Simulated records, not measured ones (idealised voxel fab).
process module | voxel wiring stack
cross-section cut | 285 nm wide | cells 5 nm
A cross-section is a grid of square cells, given in bands from the top down. A band is one or more rows of cells.
Each band's line starts with the height of the band's top and of its bottom, in nm. Then come its materials from left to right, each with its width in nm. One material with "throughout" fills the band from edge to edge. "air" is empty space.
Height 0 is the level under which the wafer as received is all one material. The lowest band goes on downwards, as in "0 down".
A width such as "30 to 40" changes by the same amount from each row of cells to the next, from the band's top row to its bottom row.
"no change" after a step means that no cell of the cross-section changed.
closed voids: empty space of 8 cells or more with no open way to the top, each as width x height at its distance from the left edge, in nm
after a step's settings: what the simulator itself notes on the step
overlay nm, on a step with a mask: how far to the right of its planned place the mask lay; to the left if negative
plan
1 op RECEIVE | material Si
2 op CONFORMAL_DEP | material SiO2 | thk nm 15
3 op CONFORMAL_DEP | material SiN | thk nm 5
4 op DIRECTIONAL_DEP | material SiO2 | thk nm 20
5 op PATTERN | tone open | mask id METAL_1 | material resist | width nm 20 | pitch nm 45 | thk nm 20 | overlay nm 0
6 op DIRECTIONAL_ETCH | etch materials SiO2 | depth nm 20
7 op DIRECTIONAL_ETCH | etch materials SiN | depth nm 5
8 op STRIP | etch materials resist
9 op CONFORMAL_DEP | material TiN | thk nm 5
10 op FILL_DEP | material Cu | thk nm 10
11 op CMP | height nm 40
12 op CONFORMAL_DEP | material SiCN | thk nm 5
13 op DIRECTIONAL_DEP | material lowk | thk nm 15
14 op DIRECTIONAL_DEP | material aC | thk nm 10
15 op PATTERN | tone open | mask id PLUG_1 | material resist | width nm 15 | pitch nm 90 | thk nm 30 | overlay nm 0
16 op DIRECTIONAL_ETCH | etch materials aC | depth nm 10
17 op STRIP | etch materials resist
18 op DIRECTIONAL_ETCH | etch materials lowk | depth nm 15
19 op DIRECTIONAL_ETCH | etch materials SiCN | depth nm 5
20 op STRIP | etch materials aC
21 op CONFORMAL_DEP | material TiN | thk nm 5
22 op FILL_DEP | material Ru | thk nm 5
23 op CMP | height nm 60
24 op CONFORMAL_DEP | material SiCN | thk nm 5
25 op DIRECTIONAL_DEP | material lowk | thk nm 15
26 op MASKED_ETCH | tone open | mask id METAL_2 | width nm 20 | pitch nm 45 | etch materials lowk | depth nm 15 | overlay nm 0
27 op MASKED_ETCH | tone open | mask id METAL_2 | width nm 20 | pitch nm 45 | etch materials SiCN | depth nm 5 | overlay nm 0
28 op CONFORMAL_DEP | material TiN | thk nm 5
29 op FILL_DEP | material Cu | thk nm 5
30 op CMP | height nm 80
31 op EPI | material Ru | thk nm 5
32 op FILL_DEP | material SiCN | thk nm 5
as received, after step 1
  0 down: Si throughout
  closed voids: none
a wafer at the end: this start, this plan, one mistake
  90 to 85: SiCN throughout
  85 to 80: SiCN 80 | Ru 30 | SiCN 15 | Ru 30 | SiCN 15 | Ru 30 | SiCN 85
  80 to 65: lowk 85 | TiN 5 | Cu 10 | TiN 5 | lowk 25 | TiN 5 | Cu 10 | TiN 5 | lowk 25 | TiN 5 | Cu 10 | TiN 5 | lowk 90
  65 to 60: SiCN 85 | TiN 20 | SiCN 25 | TiN 20 | SiCN 25 | TiN 20 | SiCN 90
  60 to 45: lowk 85 | TiN 5 | Ru 5 | TiN 5 | lowk 75 | TiN 5 | Ru 5 | TiN 5 | lowk 95
  45 to 40: SiCN 85 | TiN 15 | SiCN 75 | TiN 15 | SiCN 95
  40 to 20: SiO2 90 | TiN 5 | Cu 5 | TiN 5 | SiO2 30 | TiN 5 | Cu 5 | TiN 5 | SiO2 30 | TiN 5 | Cu 5 | TiN 5 | SiO2 90
  20 to 15: SiN 90 | TiN 15 | SiN 30 | TiN 15 | SiN 30 | TiN 15 | SiN 90
  15 to 0: SiO2 throughout
  0 down: Si throughout
  closed voids: none
what went wrong: step 5 ran as: op PATTERN | tone open | mask id METAL_1 | material resist | width nm 15 | pitch nm 45 | thk nm 20 | overlay nm 0
